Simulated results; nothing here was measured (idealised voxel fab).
Process module under the name voxel wiring stack
Pictured: cross-section cut, 270 nm wide, on a grid of 5 nm square cells.
In this document a cross-section is written as a grid of square cells. It is given as a series of bands, listed from the top down, and a band is one or more rows of cells. Each band's line starts with the height of the band's top and of its bottom, in nm. Then come its materials from left to right, each with its width in nm. One material with "throughout" fills the band from edge to edge. "empty" is empty space. Height datum 0, below which the as-received substrate wafer is one material. Lowest band open at the bottom, running downward: "from 0 down". A two-number width, for instance "30 to 40", indicates that the width is equal to the first number in the top row of the band and to the second number in the bottom row, and that it changes by a constant amount per row of cells. Step marked "no alterations made"? Then no cell in the cross-section changed in it. Closed empty spaces (no open way to the top) of 8 cells or more are what "Closed void roster" lists, each as width x height at distance from the left edge, nm for all three. after a step's settings: what the simulator itself notes on the step. overlay nm, on a step with a mask: how far to the right of its planned place the mask lay; to the left if negative.

### This section lists the process steps that were planned
| 1 | RECEIVE, material Si |
| 2 | CONFORMAL_DEP, material SiO2, thk nm 15 |
| 3 | DIRECTIONAL_DEP, material TiN, thk nm 5 |
| 4 | DIRECTIONAL_DEP, material W, thk nm 15 |
| 5 | MASKED_ETCH, tone cover, mask id METAL_1, width nm 25, pitch nm 50, etch materials W, depth nm 15, overlay nm 0 |
| 6 | MASKED_ETCH, tone cover, mask id METAL_1, width nm 25, pitch nm 50, etch materials TiN, depth nm 5, overlay nm 0 |
| 7 | FILL_DEP, material SiO2, thk nm 10 |
| 8 | CMP, height nm 35 |
| 9 | CONFORMAL_DEP, material SiCN, thk nm 5 |
| 10 | DIRECTIONAL_DEP, material SiO2, thk nm 35 |
| 11 | DIRECTIONAL_DEP, material aC, thk nm 15 |
| 12 | PATTERN, tone open, mask id METAL_2_HOLES, material resist, width nm 15, thk nm 30, overlay nm 0 |
| 13 | DIRECTIONAL_ETCH, etch materials aC, depth nm 15 |
| 14 | STRIP, etch materials resist |
| 15 | DIRECTIONAL_ETCH, etch materials SiO2, depth nm 35 |
| 16 | STRIP, etch materials aC |
| 17 | MASKED_ETCH, tone open, mask id METAL_2, width nm 25, pitch nm 50, etch materials SiO2, depth nm 20, overlay nm 0 |
| 18 | MASKED_ETCH, tone open, mask id METAL_2, width nm 25, pitch nm 50, etch materials SiCN, depth nm 5, overlay nm 0 |
| 19 | CONFORMAL_DEP, material TiN, thk nm 5 |
| 20 | FILL_DEP, material Cu, thk nm 5 |
| 21 | CMP, height nm 75 |
| 22 | CONFORMAL_DEP, material SiCN, thk nm 5 |
| 23 | DIRECTIONAL_DEP, material SiO2, thk nm 35 |
| 24 | MASKED_ETCH, tone open, mask id METAL_3_HOLES, width nm 15, etch materials SiO2, depth nm 35, overlay nm 0 |
| 25 | PATTERN, tone open, mask id METAL_3, material resist, width nm 25, pitch nm 50, thk nm 15, overlay nm 0 |
| 26 | DIRECTIONAL_ETCH, etch materials SiO2, depth nm 20 |
| 27 | DIRECTIONAL_ETCH, etch materials SiCN, depth nm 5 |
| 28 | STRIP, etch materials resist |
| 29 | CONFORMAL_DEP, material TiN, thk nm 5 |
| 30 | FILL_DEP, material Ru, thk nm 10 |
| 31 | CMP, height nm 115 |
| 32 | CONFORMAL_DEP, material SiCN, thk nm 5 |
Wafers differ in thk nm at step 9; plan lists the first wafer's value; identical starting state.

### The first of several wafers in cross-section, exactly as it reached us after step 1
    from 0 down = Si throughout
    Closed void roster: none

### Module end state after final step 32: cross-section of the first of several wafers
    from 120 to 115 = SiCN throughout
    from 115 to 100 = 95 SiO2 / 5 TiN / 15 Ru / 5 TiN / 25 SiO2 / 5 TiN / 15 Ru / 5 TiN / 100 SiO2
    from 100 to 95 = 95 SiO2 / 5 TiN / 5 Ru / 15 TiN / 25 SiO2 / 25 TiN / 100 SiO2
    from 95 to 80 = 95 SiO2 / 5 TiN / 5 Ru / 5 TiN / 160 SiO2
    from 80 to 75 = 95 SiCN / 15 TiN / 160 SiCN
    from 75 to 60 = 95 SiO2 / 5 TiN / 15 Cu / 5 TiN / 25 SiO2 / 5 TiN / 15 Cu / 5 TiN / 100 SiO2
    from 60 to 55 = 95 SiO2 / 5 TiN / 5 Cu / 15 TiN / 25 SiO2 / 25 TiN / 100 SiO2
    from 55 to 40 = 95 SiO2 / 5 TiN / 5 Cu / 5 TiN / 160 SiO2
    from 40 to 35 = 95 SiCN / 15 TiN / 160 SiCN
    from 35 to 20 = 95 SiO2 / 25 W / 25 SiO2 / 25 W / 100 SiO2
    from 20 to 15 = 95 SiO2 / 25 TiN / 25 SiO2 / 25 TiN / 100 SiO2
    from 15 to 0 = SiO2 throughout
    from 0 down = Si throughout
    Closed void roster: none

### Here we cross-sectioned the last of the wafers once the module was done
    from 120 to 115 = SiCN throughout
    from 115 to 100 = 95 SiO2 / 5 TiN / 15 Ru / 5 TiN / 25 SiO2 / 5 TiN / 15 Ru / 5 TiN / 100 SiO2
    from 100 to 95 = 95 SiO2 / 5 TiN / 5 Ru / 15 TiN / 25 SiO2 / 25 TiN / 100 SiO2
    from 95 to 80 = 95 SiO2 / 5 TiN / 5 Ru / 5 TiN / 160 SiO2
    from 80 to 75 = 95 SiCN / 15 TiN / 160 SiCN
    from 75 to 70 = 95 SiO2 / 5 TiN / 5 Cu / 15 TiN / 25 SiO2 / 25 TiN / 100 SiO2
    from 70 to 55 = 95 SiO2 / 5 TiN / 5 Cu / 5 TiN / 160 SiO2
    from 55 to 50 = 95 SiCN / 15 TiN / 160 SiCN
    from 50 to 35 = SiCN throughout
    from 35 to 20 = 95 SiO2 / 25 W / 25 SiO2 / 25 W / 100 SiO2
    from 20 to 15 = 95 SiO2 / 25 TiN / 25 SiO2 / 25 TiN / 100 SiO2
    from 15 to 0 = SiO2 throughout
    from 0 down = Si throughout
    Closed void roster: none

### What follows is a table in which each wafer occupies a row; for the wafer as it stands at the close of the module, the row states, material by material, how many cells have been gained (+) or lost (-) since receipt, and then gives its closed voids
thk nm 5, +22 Cu, +22 Ru, +156 SiCN, +996 SiO2, +70 TiN, +30 W, Closed void roster: none
thk nm 10, +16 Cu, +22 Ru, +210 SiCN, +952 SiO2, +66 TiN, +30 W, Closed void roster: none
thk nm 15, +10 Cu, +22 Ru, +264 SiCN, +908 SiO2, +62 TiN, +30 W, Closed void roster: none
thk nm 20, +4 Cu, +22 Ru, +318 SiCN, +864 SiO2, +58 TiN, +30 W, Closed void roster: none
